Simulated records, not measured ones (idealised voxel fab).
The name of this process module is voxel quadruple lines.
Xsec cut, 225 nm wide, square cell size 5 nm.
Format of a cross-section: grid, square cells. Given as bands. Order: top down. Band: one or more rows of cells.
Basically the band line says how high the top is and how high the bottom is, in nm, and then what's in it from left to right, every material with its width in nm. Empty space shows up as "blank", and if a single material carries "edge to edge" it runs the full band edge to edge.
Basically, 0 is our baseline, since under it the wafer straight out of the box is all one material. The bottom band has no lower end and keeps on going down, so it looks like "0 and below".
A width given as "30->40" starts at the first number in the band's top row and ends at the second number in its bottom row, shifting by an equal amount at every step from row to row.
"same as before" after a step means that no cell of the cross-section changed.
The entry titled "Tabulated closed voids" provides the empty spaces that have no open way to the top, restricted to those of 8 cells or more. Each is presented as width x height at distance, the distance being measured from the left edge, with all three in nm.
Whatever follows a step's settings on its line is a remark the simulator itself makes about that step.
"overlay nm" answers the question of how far to the right of plan the mask lay on a step that has a mask, and when it is negative the answer is to the left.

Here's what the planned process steps look like
1) RECEIVE, material Si
2) CONFORMAL_DEP, material SiO2, thk nm 10
3) DIRECTIONAL_DEP, material TiN, thk nm 10
4) DIRECTIONAL_DEP, material polySi, thk nm 20
5) DIRECTIONAL_DEP, material aC, thk nm 20
6) PATTERN, tone cover, mask id MANDREL, material resist, width nm 30, thk nm 30, overlay nm 0
7) DIRECTIONAL_ETCH, etch materials aC, depth nm 20
8) STRIP, etch materials resist
9) CONFORMAL_DEP, material SiO2, thk nm 10
10) DIRECTIONAL_ETCH, etch materials SiO2, depth nm 10
11) STRIP, etch materials aC
12) DIRECTIONAL_ETCH, etch materials polySi, depth nm 20
13) STRIP, etch materials SiO2
14) CONFORMAL_DEP, material SiN, thk nm 10
15) DIRECTIONAL_ETCH, etch materials SiN, depth nm 10
16) STRIP, etch materials polySi
17) DIRECTIONAL_ETCH, etch materials TiN, depth nm 10
18) STRIP, etch materials SiN
19) FILL_DEP, material lowk, thk nm 10
20) CMP, height nm 20

The cross-section here shows the wafer as received, i.e. in its state after step 1
  0 and below: Si edge to edge
  Tabulated closed voids: none

End-of-module XS, first of two wafers, run as planned
  20 down to 10: lowk (75)  TiN (10)  lowk (10)  TiN (10)  lowk (10)  TiN (10)  lowk (10)  TiN (10)  lowk (80)
  10 down to 0: SiO2 edge to edge
  0 and below: Si edge to edge
  Tabulated closed voids: none

Wafer two (of two), end-of-module cross-section: start = wafer one, plan = wafer one, one run mistake
  20 down to 10: polySi edge to edge
  10 down to 0: SiO2 edge to edge
  0 and below: Si edge to edge
  Tabulated closed voids: none
Against the plan, the run slipped here: steps 3 and 4 of the plan were each performed in the slot designated for the other
It is noted that, at the conclusion of processing, the second wafer exhibits a higher or lower cell count for certain materials relative to the first: TiN -16 | lowk -74 | polySi +90
